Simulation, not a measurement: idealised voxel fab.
Documented hereafter: the process module known as voxel wiring stack.
FYI the section here is cut, 175 nm wide, cells are 5 nm squares.
In this document a cross-section is written as a grid of square cells. It is given as a series of bands, listed from the top down, and a band is one or more rows of cells.
Heads up on the band format: heights come first, top then bottom, in nm. After that it's the materials left to right, each with its width in nm. A single material flagged "everywhere" fills the whole band edge to edge, and "blank" means there's empty space there.
Below 0: as-received wafer, all one material; heights counted from there. Lowest band: no bottom, goes on down, written "z 0 and below".
Per-row width for "30->40": begins at first number (top row of band), ends at second number (bottom row), increment between rows held constant.
"left unchanged" (step): cross-section cells unchanged, all of them.
Each empty space that has no open way to the top and spans at least 8 cells appears under "Completely sealed voids" as width x height at distance, the distance counted from the left edge, all in nm.
That trailing text on a step's line, after the settings, is the simulator's own remark on the step.
overlay nm: mask right of planned place by this much (step with mask). Neg. = left.

-- plan
1. RECEIVE,material Si
2. CONFORMAL_DEP,material SiO2,thk nm 15
3. DIRECTIONAL_DEP,material TiN,thk nm 5
4. DIRECTIONAL_DEP,material Ru,thk nm 15
5. MASKED_ETCH,tone cover,mask id METAL_1,width nm 25,pitch nm 55,etch materials Ru,depth nm 15,overlay nm 0
6. MASKED_ETCH,tone cover,mask id METAL_1,width nm 25,pitch nm 55,etch materials TiN,depth nm 5,overlay nm 0
7. FILL_DEP,material lowk,thk nm 5
8. CMP,height nm 35
9. CONFORMAL_DEP,material SiCN,thk nm 5
10. DIRECTIONAL_DEP,material lowk,thk nm 10
11. DIRECTIONAL_DEP,material aC,thk nm 15
12. PATTERN,tone open,mask id PLUG_1,material resist,width nm 15,pitch nm 55,thk nm 30,overlay nm 0
13. DIRECTIONAL_ETCH,etch materials aC,depth nm 15
14. STRIP,etch materials resist
15. DIRECTIONAL_ETCH,etch materials lowk,depth nm 10
16. DIRECTIONAL_ETCH,etch materials SiCN,depth nm 5
17. STRIP,etch materials aC
18. CONFORMAL_DEP,material TiN,thk nm 5
19. FILL_DEP,material Ru,thk nm 5
20. CMP,height nm 50
21. CONFORMAL_DEP,material SiCN,thk nm 5
22. DIRECTIONAL_DEP,material SiO2,thk nm 15
23. PATTERN,tone open,mask id METAL_2,material resist,width nm 25,pitch nm 55,thk nm 15,overlay nm 0
24. DIRECTIONAL_ETCH,etch materials SiO2,depth nm 15
25. DIRECTIONAL_ETCH,etch materials SiCN,depth nm 5
26. STRIP,etch materials resist
27. CONFORMAL_DEP,material TiN,thk nm 5
28. FILL_DEP,material Ru,thk nm 5
29. CMP,height nm 70
30. CONFORMAL_DEP,material SiCN,thk nm 5
31. DIRECTIONAL_DEP,material SiO2,thk nm 30
32. MASKED_ETCH,tone open,mask id METAL_3_HOLES,width nm 15,etch materials SiO2,depth nm 30,overlay nm 0
33. MASKED_ETCH,tone open,mask id METAL_3,width nm 25,pitch nm 55,etch materials SiO2,depth nm 15,overlay nm 0
34. MASKED_ETCH,tone open,mask id METAL_3,width nm 25,pitch nm 55,etch materials SiCN,depth nm 5,overlay nm 0
35. CONFORMAL_DEP,material TiN,thk nm 5
36. FILL_DEP,material Ru,thk nm 5
37. CMP,height nm 105
38. CONFORMAL_DEP,material SiCN,thk nm 5

-- The following pertains to the first of two wafers, which was processed as planned

-- Wafer at receipt (post step 1), cross-section
    z 0 and below: Si everywhere
    Completely sealed voids: none

-- Sectional view: wafer, after step 2
    z 15 to 0: SiO2 everywhere
    No changes below 0.

-- Sectional view: wafer, after step 3
    z 20 to 15: TiN everywhere
    No changes below 15.

-- Sectional view: wafer, after step 4
    z 35 to 20: Ru everywhere
    No changes below 20.

-- Sectional view: wafer, after step 5
    z 35 to 20: 45 nm blank; 25 nm Ru; 30 nm blank; 25 nm Ru; 50 nm blank
    No changes below 20.

-- Sectional view: wafer, after step 6
    z 35 to 20: 45 nm blank; 25 nm Ru; 30 nm blank; 25 nm Ru; 50 nm blank
    z 20 to 15: 45 nm blank; 25 nm TiN; 30 nm blank; 25 nm TiN; 50 nm blank
    No changes below 15.

-- Sectional view: wafer, after step 7
    z 40 to 35: lowk everywhere
    z 35 to 20: 45 nm lowk; 25 nm Ru; 30 nm lowk; 25 nm Ru; 50 nm lowk
    z 20 to 15: 45 nm lowk; 25 nm TiN; 30 nm lowk; 25 nm TiN; 50 nm lowk
    No changes below 15.

-- Sectional view: wafer, after step 8
    z 35 to 20: 45 nm lowk; 25 nm Ru; 30 nm lowk; 25 nm Ru; 50 nm lowk
    No changes below 20.

-- Sectional view: wafer, after step 9
    z 40 to 35: SiCN everywhere
    No changes below 35.

-- Sectional view: wafer, after step 10
    z 50 to 40: lowk everywhere
    No changes below 40.

-- Sectional view: wafer, after step 11
    z 65 to 50: aC everywhere
    No changes below 50.

-- Sectional view: wafer, after step 12
    z 95 to 65: 45 nm resist; 15 nm blank; 40 nm resist; 15 nm blank; 60 nm resist
    No changes below 65.

-- Sectional view: wafer, after step 13
    z 80 to 65: 45 nm resist; 15 nm blank; 40 nm resist; 15 nm blank; 60 nm resist
    z 65 to 50: 45 nm aC; 15 nm blank; 40 nm aC; 15 nm blank; 60 nm aC
    No changes below 50.

-- Sectional view: wafer, after step 14
    z 65 to 50: 45 nm aC; 15 nm blank; 40 nm aC; 15 nm blank; 60 nm aC
    No changes below 50.

-- Sectional view: wafer, after step 15
    z 65 to 50: 45 nm aC; 15 nm blank; 40 nm aC; 15 nm blank; 60 nm aC
    z 50 to 40: 45 nm lowk; 15 nm blank; 40 nm lowk; 15 nm blank; 60 nm lowk
    No changes below 40.

-- Sectional view: wafer, after step 16
    z 65 to 50: 45 nm aC; 15 nm blank; 40 nm aC; 15 nm blank; 60 nm aC
    z 50 to 40: 45 nm lowk; 15 nm blank; 40 nm lowk; 15 nm blank; 60 nm lowk
    z 40 to 35: 45 nm SiCN; 15 nm blank; 40 nm SiCN; 15 nm blank; 60 nm SiCN
    No changes below 35.

-- Sectional view: wafer, after step 17
    z 50 to 40: 45 nm lowk; 15 nm blank; 40 nm lowk; 15 nm blank; 60 nm lowk
    No changes below 40.

-- Sectional view: wafer, after step 18
    z 55 to 50: 50 nm TiN; 5 nm blank; 50 nm TiN; 5 nm blank; 65 nm TiN
    z 50 to 40: 45 nm lowk; 5 nm TiN; 5 nm blank; 5 nm TiN; 40 nm lowk; 5 nm TiN; 5 nm blank; 5 nm TiN; 60 nm lowk
    z 40 to 35: 45 nm SiCN; 15 nm TiN; 40 nm SiCN; 15 nm TiN; 60 nm SiCN
    No changes below 35.

-- Sectional view: wafer, after step 19
    z 60 to 55: Ru everywhere
    z 55 to 50: 50 nm TiN; 5 nm Ru; 50 nm TiN; 5 nm Ru; 65 nm TiN
    z 50 to 40: 45 nm lowk; 5 nm TiN; 5 nm Ru; 5 nm TiN; 40 nm lowk; 5 nm TiN; 5 nm Ru; 5 nm TiN; 60 nm lowk
    No changes below 40.

-- Sectional view: wafer, after step 20
    z 50 to 40: 45 nm lowk; 5 nm TiN; 5 nm Ru; 5 nm TiN; 40 nm lowk; 5 nm TiN; 5 nm Ru; 5 nm TiN; 60 nm lowk
    No changes below 40.

-- Sectional view: wafer, after step 21
    z 55 to 50: SiCN everywhere
    No changes below 50.

-- Sectional view: wafer, after step 22
    z 70 to 55: SiO2 everywhere
    No changes below 55.

-- Sectional view: wafer, after step 23
    z 85 to 70: 45 nm resist; 25 nm blank; 30 nm resist; 25 nm blank; 50 nm resist
    No changes below 70.

-- Sectional view: wafer, after step 24
    z 85 to 70: 45 nm resist; 25 nm blank; 30 nm resist; 25 nm blank; 50 nm resist
    z 70 to 55: 45 nm SiO2; 25 nm blank; 30 nm SiO2; 25 nm blank; 50 nm SiO2
    No changes below 55.

-- Sectional view: wafer, after step 25
    z 85 to 70: 45 nm resist; 25 nm blank; 30 nm resist; 25 nm blank; 50 nm resist
    z 70 to 55: 45 nm SiO2; 25 nm blank; 30 nm SiO2; 25 nm blank; 50 nm SiO2
    z 55 to 50: 45 nm SiCN; 25 nm blank; 30 nm SiCN; 25 nm blank; 50 nm SiCN
    No changes below 50.

-- Sectional view: wafer, after step 26
    z 70 to 55: 45 nm SiO2; 25 nm blank; 30 nm SiO2; 25 nm blank; 50 nm SiO2
    No changes below 55.

-- Sectional view: wafer, after step 27
    z 75 to 70: 50 nm TiN; 15 nm blank; 40 nm TiN; 15 nm blank; 55 nm TiN
    z 70 to 55: 45 nm SiO2; 5 nm TiN; 15 nm blank; 5 nm TiN; 30 nm SiO2; 5 nm TiN; 15 nm blank; 5 nm TiN; 50 nm SiO2
    z 55 to 50: 45 nm SiCN; 25 nm TiN; 30 nm SiCN; 25 nm TiN; 50 nm SiCN
    No changes below 50.

-- Sectional view: wafer, after step 28
    z 80 to 75: Ru everywhere
    z 75 to 70: 50 nm TiN; 15 nm Ru; 40 nm TiN; 15 nm Ru; 55 nm TiN
    z 70 to 55: 45 nm SiO2; 5 nm TiN; 15 nm Ru; 5 nm TiN; 30 nm SiO2; 5 nm TiN; 15 nm Ru; 5 nm TiN; 50 nm SiO2
    No changes below 55.

-- Sectional view: wafer, after step 29
    z 70 to 55: 45 nm SiO2; 5 nm TiN; 15 nm Ru; 5 nm TiN; 30 nm SiO2; 5 nm TiN; 15 nm Ru; 5 nm TiN; 50 nm SiO2
    No changes below 55.

-- Sectional view: wafer, after step 30
    z 75 to 70: SiCN everywhere
    No changes below 70.

-- Sectional view: wafer, after step 31
    z 105 to 75: SiO2 everywhere
    No changes below 75.

-- Sectional view: wafer, after step 32
    z 105 to 75: 45 nm SiO2; 15 nm blank; 115 nm SiO2
    No changes below 75.

-- Sectional view: wafer, after step 33
    z 105 to 90: 45 nm SiO2; 25 nm blank; 30 nm SiO2; 25 nm blank; 50 nm SiO2
    No changes below 90.

-- Sectional view: wafer, after step 34
    z 105 to 90: 45 nm SiO2; 25 nm blank; 30 nm SiO2; 25 nm blank; 50 nm SiO2
    z 90 to 75: 45 nm SiO2; 15 nm blank; 115 nm SiO2
    z 75 to 70: 45 nm SiCN; 15 nm blank; 115 nm SiCN
    No changes below 70.

-- Sectional view: wafer, after step 35
    z 110 to 105: 50 nm TiN; 15 nm blank; 40 nm TiN; 15 nm blank; 55 nm TiN
    z 105 to 95: 45 nm SiO2; 5 nm TiN; 15 nm blank; 5 nm TiN; 30 nm SiO2; 5 nm TiN; 15 nm blank; 5 nm TiN; 50 nm SiO2
    z 95 to 90: 45 nm SiO2; 5 nm TiN; 5 nm blank; 15 nm TiN; 30 nm SiO2; 25 nm TiN; 50 nm SiO2
    z 90 to 75: 45 nm SiO2; 5 nm TiN; 5 nm blank; 5 nm TiN; 115 nm SiO2
    z 75 to 70: 45 nm SiCN; 15 nm TiN; 115 nm SiCN
    No changes below 70.

-- Sectional view: wafer, after step 36
    z 115 to 110: Ru everywhere
    z 110 to 105: 50 nm TiN; 15 nm Ru; 40 nm TiN; 15 nm Ru; 55 nm TiN
    z 105 to 95: 45 nm SiO2; 5 nm TiN; 15 nm Ru; 5 nm TiN; 30 nm SiO2; 5 nm TiN; 15 nm Ru; 5 nm TiN; 50 nm SiO2
    z 95 to 90: 45 nm SiO2; 5 nm TiN; 5 nm Ru; 15 nm TiN; 30 nm SiO2; 25 nm TiN; 50 nm SiO2
    z 90 to 75: 45 nm SiO2; 5 nm TiN; 5 nm Ru; 5 nm TiN; 115 nm SiO2
    No changes below 75.

-- Sectional view: wafer, after step 37
    z 105 to 95: 45 nm SiO2; 5 nm TiN; 15 nm Ru; 5 nm TiN; 30 nm SiO2; 5 nm TiN; 15 nm Ru; 5 nm TiN; 50 nm SiO2
    No changes below 95.

-- Sectional view: wafer, after step 38
    z 110 to 105: SiCN everywhere
    No changes below 105.

-- What follows concerns the second wafer, which started out like the first and was meant to follow the very same plan; one mistake crept in when it was run, but everything up to and including step 17 is the same as for the first wafer

-- The second wafer cut through, at the time step 18 was supposed to be finished
    z 55 to 40: 50 nm lowk; 5 nm blank; 50 nm lowk; 5 nm blank; 65 nm lowk
    z 40 to 35: 45 nm SiCN; 15 nm lowk; 40 nm SiCN; 15 nm lowk; 60 nm SiCN
    No changes below 35.

-- The second wafer cut through, at the time step 19 was supposed to be finished
    z 60 to 55: Ru everywhere
    z 55 to 40: 50 nm lowk; 5 nm Ru; 50 nm lowk; 5 nm Ru; 65 nm lowk
    No changes below 40.

-- The second wafer cut through, at the time step 20 was supposed to be finished
    z 50 to 40: 50 nm lowk; 5 nm Ru; 50 nm lowk; 5 nm Ru; 65 nm lowk
    No changes below 40.

-- The second wafer cut through, at the time step 21 was supposed to be finished
    z 55 to 50: SiCN everywhere
    No changes below 50.

-- The second wafer cut through, at the time step 22 was supposed to be finished
    z 70 to 55: SiO2 everywhere
    No changes below 55.

-- The second wafer cut through, at the time step 23 was supposed to be finished
    z 85 to 70: 45 nm resist; 25 nm blank; 30 nm resist; 25 nm blank; 50 nm resist
    No changes below 70.

-- The second wafer cut through, at the time step 24 was supposed to be finished
    z 85 to 70: 45 nm resist; 25 nm blank; 30 nm resist; 25 nm blank; 50 nm resist
    z 70 to 55: 45 nm SiO2; 25 nm blank; 30 nm SiO2; 25 nm blank; 50 nm SiO2
    No changes below 55.

-- The second wafer cut through, at the time step 25 was supposed to be finished
    z 85 to 70: 45 nm resist; 25 nm blank; 30 nm resist; 25 nm blank; 50 nm resist
    z 70 to 55: 45 nm SiO2; 25 nm blank; 30 nm SiO2; 25 nm blank; 50 nm SiO2
    z 55 to 50: 45 nm SiCN; 25 nm blank; 30 nm SiCN; 25 nm blank; 50 nm SiCN
    No changes below 50.

-- The second wafer cut through, at the time step 26 was supposed to be finished
    z 70 to 55: 45 nm SiO2; 25 nm blank; 30 nm SiO2; 25 nm blank; 50 nm SiO2
    No changes below 55.

-- The second wafer cut through, at the time step 27 was supposed to be finished
    z 75 to 70: 50 nm TiN; 15 nm blank; 40 nm TiN; 15 nm blank; 55 nm TiN
    z 70 to 55: 45 nm SiO2; 5 nm TiN; 15 nm blank; 5 nm TiN; 30 nm SiO2; 5 nm TiN; 15 nm blank; 5 nm TiN; 50 nm SiO2
    z 55 to 50: 45 nm SiCN; 25 nm TiN; 30 nm SiCN; 25 nm TiN; 50 nm SiCN
    No changes below 50.

-- The second wafer cut through, at the time step 28 was supposed to be finished
    z 80 to 75: Ru everywhere
    z 75 to 70: 50 nm TiN; 15 nm Ru; 40 nm TiN; 15 nm Ru; 55 nm TiN
    z 70 to 55: 45 nm SiO2; 5 nm TiN; 15 nm Ru; 5 nm TiN; 30 nm SiO2; 5 nm TiN; 15 nm Ru; 5 nm TiN; 50 nm SiO2
    No changes below 55.

-- The second wafer cut through, at the time step 29 was supposed to be finished
    z 70 to 55: 45 nm SiO2; 5 nm TiN; 15 nm Ru; 5 nm TiN; 30 nm SiO2; 5 nm TiN; 15 nm Ru; 5 nm TiN; 50 nm SiO2
    No changes below 55.

-- The second wafer cut through, at the time step 30 was supposed to be finished
    z 75 to 70: SiCN everywhere
    No changes below 70.

-- The second wafer cut through, at the time step 31 was supposed to be finished
    z 105 to 75: SiO2 everywhere
    No changes below 75.

-- The second wafer cut through, at the time step 32 was supposed to be finished
    z 105 to 75: 45 nm SiO2; 15 nm blank; 115 nm SiO2
    No changes below 75.

-- The second wafer cut through, at the time step 33 was supposed to be finished
    z 105 to 90: 45 nm SiO2; 25 nm blank; 30 nm SiO2; 25 nm blank; 50 nm SiO2
    No changes below 90.

-- The second wafer cut through, at the time step 34 was supposed to be finished
    z 105 to 90: 45 nm SiO2; 25 nm blank; 30 nm SiO2; 25 nm blank; 50 nm SiO2
    z 90 to 75: 45 nm SiO2; 15 nm blank; 115 nm SiO2
    z 75 to 70: 45 nm SiCN; 15 nm blank; 115 nm SiCN
    No changes below 70.

-- The second wafer cut through, at the time step 35 was supposed to be finished
    z 110 to 105: 50 nm TiN; 15 nm blank; 40 nm TiN; 15 nm blank; 55 nm TiN
    z 105 to 95: 45 nm SiO2; 5 nm TiN; 15 nm blank; 5 nm TiN; 30 nm SiO2; 5 nm TiN; 15 nm blank; 5 nm TiN; 50 nm SiO2
    z 95 to 90: 45 nm SiO2; 5 nm TiN; 5 nm blank; 15 nm TiN; 30 nm SiO2; 25 nm TiN; 50 nm SiO2
    z 90 to 75: 45 nm SiO2; 5 nm TiN; 5 nm blank; 5 nm TiN; 115 nm SiO2
    z 75 to 70: 45 nm SiCN; 15 nm TiN; 115 nm SiCN
    No changes below 70.

-- The second wafer cut through, at the time step 36 was supposed to be finished
    z 115 to 110: Ru everywhere
    z 110 to 105: 50 nm TiN; 15 nm Ru; 40 nm TiN; 15 nm Ru; 55 nm TiN
    z 105 to 95: 45 nm SiO2; 5 nm TiN; 15 nm Ru; 5 nm TiN; 30 nm SiO2; 5 nm TiN; 15 nm Ru; 5 nm TiN; 50 nm SiO2
    z 95 to 90: 45 nm SiO2; 5 nm TiN; 5 nm Ru; 15 nm TiN; 30 nm SiO2; 25 nm TiN; 50 nm SiO2
    z 90 to 75: 45 nm SiO2; 5 nm TiN; 5 nm Ru; 5 nm TiN; 115 nm SiO2
    No changes below 75.

-- The second wafer cut through, at the time step 37 was supposed to be finished
    z 105 to 95: 45 nm SiO2; 5 nm TiN; 15 nm Ru; 5 nm TiN; 30 nm SiO2; 5 nm TiN; 15 nm Ru; 5 nm TiN; 50 nm SiO2
    No changes below 95.

-- The second wafer cut through, at the time step 38 was supposed to be finished
    z 110 to 105: SiCN everywhere
    No changes below 105.
Against the plan, the run slipped here: note that step 18 departed from the planned setting and was carried out as CONFORMAL_DEP,material lowk,thk nm 5
The second wafer ends with more or fewer cells of some materials than the first, per final count: TiN: 14 fewer, lowk: 14 more
